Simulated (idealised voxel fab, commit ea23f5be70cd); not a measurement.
The following is a process module called voxel transistor to metal.
This is section cut - it's 255 nm across, gridded in 5 nm square cells.
Think of the cross-section as a grid of square cells. We describe it in bands, top to bottom, and each band covers one or more rows of those cells.
Quick guide to a band line: top height, bottom height (nm) up front; then every material left to right with its width in nm. Only one material and it's marked "all across"? Then it fills the band edge to edge. And "blank" just means empty space.
We count height from 0. Below that, the starting wafer is all one material. The lowest band never ends at the bottom but goes on down; see "0 nm and below" for how that is written.
A width given as "30 to 40" starts at the first number in the band's top row and ends at the second number in its bottom row, shifting by an equal amount at every step from row to row.
A step reported as "nothing different" is a step in which no cell of the cross-section changed.
You'll see "Enclosed void catalog" listing empty spaces that have no way open to the top, as long as they're 8 cells or more; the notation is width x height at distance, where the distance is from the left edge, and all of it is in nm.
Anything after a step's settings on that line? It's the simulator's own note about the step.
Regarding "overlay nm": on a step with a mask, it is the distance the mask lay to the right of its planned place; a negative value places it to the left.

This section lists the process steps that were planned
- 1: RECEIVE, material Si
- 2: CONFORMAL_DEP, material SiO2, thk nm 5
- 3: CONFORMAL_DEP, material SiN, thk nm 15
- 4: MASKED_ETCH, tone cover, mask id ACTIVE, width nm 90, pitch nm 110, etch materials SiN, depth nm 15, overlay nm 0
- 5: MASKED_ETCH, tone cover, mask id ACTIVE, width nm 90, pitch nm 110, etch materials SiO2, depth nm 5, overlay nm 0
- 6: MASKED_ETCH, tone cover, mask id ACTIVE, width nm 90, pitch nm 110, etch materials Si, depth nm 25, overlay nm 0
- 7: OXIDIZE, depth nm 5
- 8: FILL_DEP, material SiO2, thk nm 10
- 9: CMP, height nm 20
- 10: SELECTIVE_ETCH, etch materials SiO2, depth nm 10
- 11: STRIP, etch materials SiN
- 12: SELECTIVE_ETCH, etch materials SiO2, depth nm 5
- 13: OXIDIZE, depth nm 5
- 14: DIRECTIONAL_DEP, material polySi, thk nm 25
- 15: DIRECTIONAL_DEP, material SiCN, thk nm 15
- 16: PATTERN, tone cover, mask id GATE, material resist, width nm 20, pitch nm 110, thk nm 20, overlay nm 0
- 17: DIRECTIONAL_ETCH, etch materials SiCN, depth nm 25
- 18: DIRECTIONAL_ETCH, etch materials polySi, depth nm 35
- 19: STRIP, etch materials resist
- 20: CONFORMAL_DEP, material SiN, thk nm 10
- 21: DIRECTIONAL_ETCH, etch materials SiN, depth nm 10
- 22: DIRECTIONAL_ETCH, etch materials SiO2, depth nm 5
- 23: DIRECTIONAL_ETCH, etch materials Si, depth nm 10
- 24: EPI, material nSi, thk nm 15
- 25: FILL_DEP, material SiO2, thk nm 5
- 26: CMP, height nm 40
- 27: DIRECTIONAL_DEP, material SiO2, thk nm 10
- 28: PATTERN, tone open, mask id CONTACT, material resist, width nm 25, pitch nm 55, thk nm 15, overlay nm 0
- 29: DIRECTIONAL_ETCH, etch materials SiO2, depth nm 50
- 30: STRIP, etch materials resist
- 31: CONFORMAL_DEP, material TiN, thk nm 5
- 32: FILL_DEP, material Ru, thk nm 5
- 33: CMP, height nm 50
- 34: DIRECTIONAL_DEP, material TiN, thk nm 5
- 35: DIRECTIONAL_DEP, material Ru, thk nm 15
- 36: MASKED_ETCH, tone cover, mask id METAL_1, width nm 15, etch materials Ru, depth nm 15, overlay nm 0
- 37: MASKED_ETCH, tone cover, mask id METAL_1, width nm 15, etch materials TiN, depth nm 5, overlay nm 0
- 38: CONFORMAL_DEP, material SiN, thk nm 5
- 39: FILL_DEP, material SiO2, thk nm 10
- 40: CMP, height nm 70
- 41: CONFORMAL_DEP, material SiCN, thk nm 5
- 42: DIRECTIONAL_DEP, material SiO2, thk nm 30
- 43: MASKED_ETCH, tone open, mask id METAL_2, width nm 15, pitch nm 110, etch materials SiO2, depth nm 15, overlay nm 0
- 44: DIRECTIONAL_DEP, material aC, thk nm 10
- 45: PATTERN, tone open, mask id METAL_2_HOLES, material resist, width nm 15, pitch nm 110, thk nm 30, overlay nm 0
- 46: DIRECTIONAL_ETCH, etch materials aC, depth nm 10
- 47: STRIP, etch materials resist
- 48: DIRECTIONAL_ETCH, etch materials SiO2, depth nm 15
- 49: DIRECTIONAL_ETCH, etch materials SiCN, depth nm 5
- 50: STRIP, etch materials aC
- 51: CONFORMAL_DEP, material TiN, thk nm 5
- 52: FILL_DEP, material Ru, thk nm 5
- 53: CMP, height nm 105
- 54: CONFORMAL_DEP, material SiN, thk nm 5

As-received state of the wafer in cross-section, equivalent to post-step 1
  0 nm and below | Si all across
  Enclosed void catalog: none

Cross-section taken at module completion on the first of two wafers; processed per the plan
  110 nm to 105 nm | SiN all across
  105 nm to 75 nm | SiO2: 30; TiN: 5; Ru: 5; TiN: 5; SiO2: 95; TiN: 5; Ru: 5; TiN: 5; SiO2: 100
  75 nm to 70 nm | SiCN: 30; TiN: 15; SiCN: 95; TiN: 15; SiCN: 100
  70 nm to 55 nm | SiO2: 25; SiN: 5; Ru: 15; SiN: 5; SiO2: 40; SiN: 5; Ru: 15; SiN: 5; SiO2: 20; SiN: 5; Ru: 15; SiN: 5; SiO2: 40; SiN: 5; Ru: 15; SiN: 5; SiO2: 30
  55 nm to 50 nm | SiN: 30; TiN: 15; SiN: 50; TiN: 15; SiN: 30; TiN: 15; SiN: 50; TiN: 15; SiN: 35
  50 nm to 40 nm | SiO2: 30; TiN: 5; Ru: 15 to 10; TiN: 5 to 10; SiO2: 30; TiN: 5 to 10; Ru: 15 to 10; TiN: 5; SiO2: 30; TiN: 5; Ru: 15 to 10; TiN: 5 to 10; SiO2: 30; TiN: 5 to 10; Ru: 15 to 10; TiN: 5; SiO2: 35
  40 nm to 25 nm | SiO2: 30; TiN: 5; Ru: 10; TiN: 5; SiN: 10; SiCN: 20; SiN: 10; TiN: 5; Ru: 10; TiN: 5; SiO2: 30; TiN: 5; Ru: 10; TiN: 5; SiN: 10; SiCN: 20; SiN: 10; TiN: 5; Ru: 10; TiN: 5; SiO2: 35
  25 nm to 15 nm | SiO2: 30; TiN: 5; Ru: 10; TiN: 5; SiN: 10; polySi: 20; SiN: 10; TiN: 5; Ru: 10; TiN: 5; SiO2: 30; TiN: 5; Ru: 10; TiN: 5; SiN: 10; polySi: 20; SiN: 10; TiN: 5; Ru: 10; TiN: 5; SiO2: 35
  15 nm to 10 nm | SiO2: 30; TiN: 20; SiN: 10; polySi: 20; SiN: 10; TiN: 20; SiO2: 30; TiN: 20; SiN: 10; polySi: 20; SiN: 10; TiN: 20; SiO2: 35
  10 nm to 5 nm | SiO2: 30; TiN: 5; nSi: 15; SiN: 10; polySi: 20; SiN: 10; nSi: 15; TiN: 5; SiO2: 30; TiN: 5; nSi: 15; SiN: 10; polySi: 20; SiN: 10; nSi: 15; TiN: 5; SiO2: 35
  5 nm to 0 nm | SiO2: 20; SiN: 10; TiN: 5; nSi: 15; SiN: 10; polySi: 20; SiN: 10; nSi: 15; TiN: 5; SiN: 10; SiO2: 10; SiN: 10; TiN: 5; nSi: 15; SiN: 10; polySi: 20; SiN: 10; nSi: 15; TiN: 5; SiN: 10; SiO2: 25
  0 nm to -5 nm | SiO2: 30; nSi: 20; SiO2: 40; nSi: 20; SiO2: 30; nSi: 20; SiO2: 40; nSi: 20; SiO2: 35
  -5 nm to -15 nm | SiO2: 30; nSi: 20; Si: 40; nSi: 20; SiO2: 30; nSi: 20; Si: 40; nSi: 20; SiO2: 35
  -15 nm to -30 nm | SiO2: 30; Si: 80; SiO2: 30; Si: 80; SiO2: 35
  -30 nm and below | Si all across
  Enclosed void catalog: none

Cross-section, wafer two of two, end of module: same start and plan as wafer one, one error in execution
  110 nm to 105 nm | SiN all across
  105 nm to 80 nm | SiO2: 30; TiN: 5; Ru: 5; TiN: 5; SiO2: 95; TiN: 5; Ru: 5; TiN: 5; SiO2: 100
  80 nm to 75 nm | SiO2: 30; TiN: 15; SiO2: 95; TiN: 15; SiO2: 100
  75 nm to 70 nm | Ru all across
  70 nm to 55 nm | SiO2: 25; SiN: 5; Ru: 15; SiN: 5; SiO2: 40; SiN: 5; Ru: 15; SiN: 5; SiO2: 20; SiN: 5; Ru: 15; SiN: 5; SiO2: 40; SiN: 5; Ru: 15; SiN: 5; SiO2: 30
  55 nm to 50 nm | SiN: 30; TiN: 15; SiN: 50; TiN: 15; SiN: 30; TiN: 15; SiN: 50; TiN: 15; SiN: 35
  50 nm to 40 nm | SiO2: 30; TiN: 5; Ru: 15 to 10; TiN: 5 to 10; SiO2: 30; TiN: 5 to 10; Ru: 15 to 10; TiN: 5; SiO2: 30; TiN: 5; Ru: 15 to 10; TiN: 5 to 10; SiO2: 30; TiN: 5 to 10; Ru: 15 to 10; TiN: 5; SiO2: 35
  40 nm to 25 nm | SiO2: 30; TiN: 5; Ru: 10; TiN: 5; SiN: 10; SiCN: 20; SiN: 10; TiN: 5; Ru: 10; TiN: 5; SiO2: 30; TiN: 5; Ru: 10; TiN: 5; SiN: 10; SiCN: 20; SiN: 10; TiN: 5; Ru: 10; TiN: 5; SiO2: 35
  25 nm to 15 nm | SiO2: 30; TiN: 5; Ru: 10; TiN: 5; SiN: 10; polySi: 20; SiN: 10; TiN: 5; Ru: 10; TiN: 5; SiO2: 30; TiN: 5; Ru: 10; TiN: 5; SiN: 10; polySi: 20; SiN: 10; TiN: 5; Ru: 10; TiN: 5; SiO2: 35
  15 nm to 10 nm | SiO2: 30; TiN: 20; SiN: 10; polySi: 20; SiN: 10; TiN: 20; SiO2: 30; TiN: 20; SiN: 10; polySi: 20; SiN: 10; TiN: 20; SiO2: 35
  10 nm to 5 nm | SiO2: 30; TiN: 5; nSi: 15; SiN: 10; polySi: 20; SiN: 10; nSi: 15; TiN: 5; SiO2: 30; TiN: 5; nSi: 15; SiN: 10; polySi: 20; SiN: 10; nSi: 15; TiN: 5; SiO2: 35
  5 nm to 0 nm | SiO2: 20; SiN: 10; TiN: 5; nSi: 15; SiN: 10; polySi: 20; SiN: 10; nSi: 15; TiN: 5; SiN: 10; SiO2: 10; SiN: 10; TiN: 5; nSi: 15; SiN: 10; polySi: 20; SiN: 10; nSi: 15; TiN: 5; SiN: 10; SiO2: 25
  0 nm to -5 nm | SiO2: 30; nSi: 20; SiO2: 40; nSi: 20; SiO2: 30; nSi: 20; SiO2: 40; nSi: 20; SiO2: 35
  -5 nm to -15 nm | SiO2: 30; nSi: 20; Si: 40; nSi: 20; SiO2: 30; nSi: 20; Si: 40; nSi: 20; SiO2: 35
  -15 nm to -30 nm | SiO2: 30; Si: 80; SiO2: 30; Si: 80; SiO2: 35
  -30 nm and below | Si all across
  Enclosed void catalog: none
What was done differently from what was planned? step 41 ran with different settings than intended, the actual operation and settings being CONFORMAL_DEP, material Ru, thk nm 5
Per the end-of-run cell counts, the second wafer holds more or fewer of some materials than the first: 49 more of Ru; 45 fewer of SiCN; 4 fewer of TiN
